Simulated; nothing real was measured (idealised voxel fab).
Name of the process module below: voxel lift off
It is cross-section cut that appears here, measuring 165 nm in width, its square cells being 5 nm in size.
Cross-section format: a grid of square cells, given as bands from top to bottom; each band is one or more rows of cells. This entry defines a band. It first specifies the height of the band's top and the height of its bottom in nm, and then specifies the band's materials from left to right, stating each material with its width in nm. The word "full width" identifies a single material that fills the band from edge to edge, while the word "blank" identifies empty space. Height 0 is the level under which the wafer as received is all one material. The lowest band goes on downwards, as in "top 0, no bottom". It should be noted that a width expressed as "30->40" varies in equal increments from row to row of cells within the band, taking the value of the first number at the top row and that of the second number at the bottom row. "no modifications" means the step left every cell of the cross-section as it was. For the entry "Catalogued sealed voids", the listed items are empty spaces with no open way to the top whose size is 8 cells or more; each item follows the pattern width x height at distance, where distance is from the left edge and all three are in nm. Read whatever lies past the settings on a step's line as the simulator's own remark about the step. The line of a step may include "overlay nm". On a step with a mask, this value is how far to the right of its planned place the mask lay. A negative value means the mask lay to the left.

The process steps that were planned are listed below:
1: RECEIVE,material Si
2: CONFORMAL_DEP,material SiO2,thk nm 15
3: PATTERN,tone open,mask id LINES,material resist,width nm 30,pitch nm 45,thk nm 25,overlay nm 0
4: DIRECTIONAL_DEP,material Ru,thk nm 10
5: STRIP,etch materials resist
6: CONFORMAL_DEP,material SiO2,thk nm 10

What follows covers the first of two wafers; it ran as planned:

Wafer cross-section on receipt, i.e. after step 1:
    top 0, no bottom = Si full width
    Catalogued sealed voids: none

Wafer after step 2 (cross-section):
    top 15, bottom 0 = SiO2 full width
    Nothing below the height 0 has changed.

Wafer after step 3 (cross-section):
    top 40, bottom 15 = 20 of resist  30 of blank  15 of resist  30 of blank  15 of resist  30 of blank  25 of resist
    Nothing below the height 15 has changed.

Wafer after step 4 (cross-section):
    top 50, bottom 40 = 20 of Ru  30 of blank  15 of Ru  30 of blank  15 of Ru  30 of blank  25 of Ru
    top 40, bottom 25 = 20 of resist  30 of blank  15 of resist  30 of blank  15 of resist  30 of blank  25 of resist
    top 25, bottom 15 = 20 of resist  30 of Ru  15 of resist  30 of Ru  15 of resist  30 of Ru  25 of resist
    Nothing below the height 15 has changed.

Wafer after step 5 (cross-section):
    top 25, bottom 15 = 20 of blank  30 of Ru  15 of blank  30 of Ru  15 of blank  30 of Ru  25 of blank
    Nothing below the height 15 has changed.

Wafer after step 6 (cross-section):
    top 35, bottom 25 = 10 of blank  140 of SiO2  15 of blank
    top 25, bottom 15 = 20 of SiO2  30 of Ru  15 of SiO2  30 of Ru  15 of SiO2  30 of Ru  25 of SiO2
    Nothing below the height 15 has changed.

Now the other wafer: same start, same recipe, but we messed up one thing when running it. Up to and including step 3 it's the same as the first one:

Second wafer, sectioned view, at step 4's planned end time:
    top 55, bottom 40 = 20 of Ru  30 of blank  15 of Ru  30 of blank  15 of Ru  30 of blank  25 of Ru
    top 40, bottom 30 = 20 of resist  30 of blank  15 of resist  30 of blank  15 of resist  30 of blank  25 of resist
    top 30, bottom 15 = 20 of resist  30 of Ru  15 of resist  30 of Ru  15 of resist  30 of Ru  25 of resist
    Nothing below the height 15 has changed.

Second wafer, sectioned view, at step 5's planned end time:
    top 30, bottom 15 = 20 of blank  30 of Ru  15 of blank  30 of Ru  15 of blank  30 of Ru  25 of blank
    Nothing below the height 15 has changed.

Second wafer, sectioned view, at step 6's planned end time:
    top 40, bottom 30 = 10 of blank  140 of SiO2  15 of blank
    top 30, bottom 25 = 10 of blank  10 of SiO2  30 of Ru  15 of SiO2  30 of Ru  15 of SiO2  30 of Ru  10 of SiO2  15 of blank
    top 25, bottom 15 = 20 of SiO2  30 of Ru  15 of SiO2  30 of Ru  15 of SiO2  30 of Ru  25 of SiO2
    Nothing below the height 15 has changed.
Plan not followed: planned and actual differ for step 4; actual: DIRECTIONAL_DEP,material Ru,thk nm 15
Once processing is complete, comparing cell counts shows that the second wafer has more or fewer of certain materials than the first: Ru +18, SiO2 +10
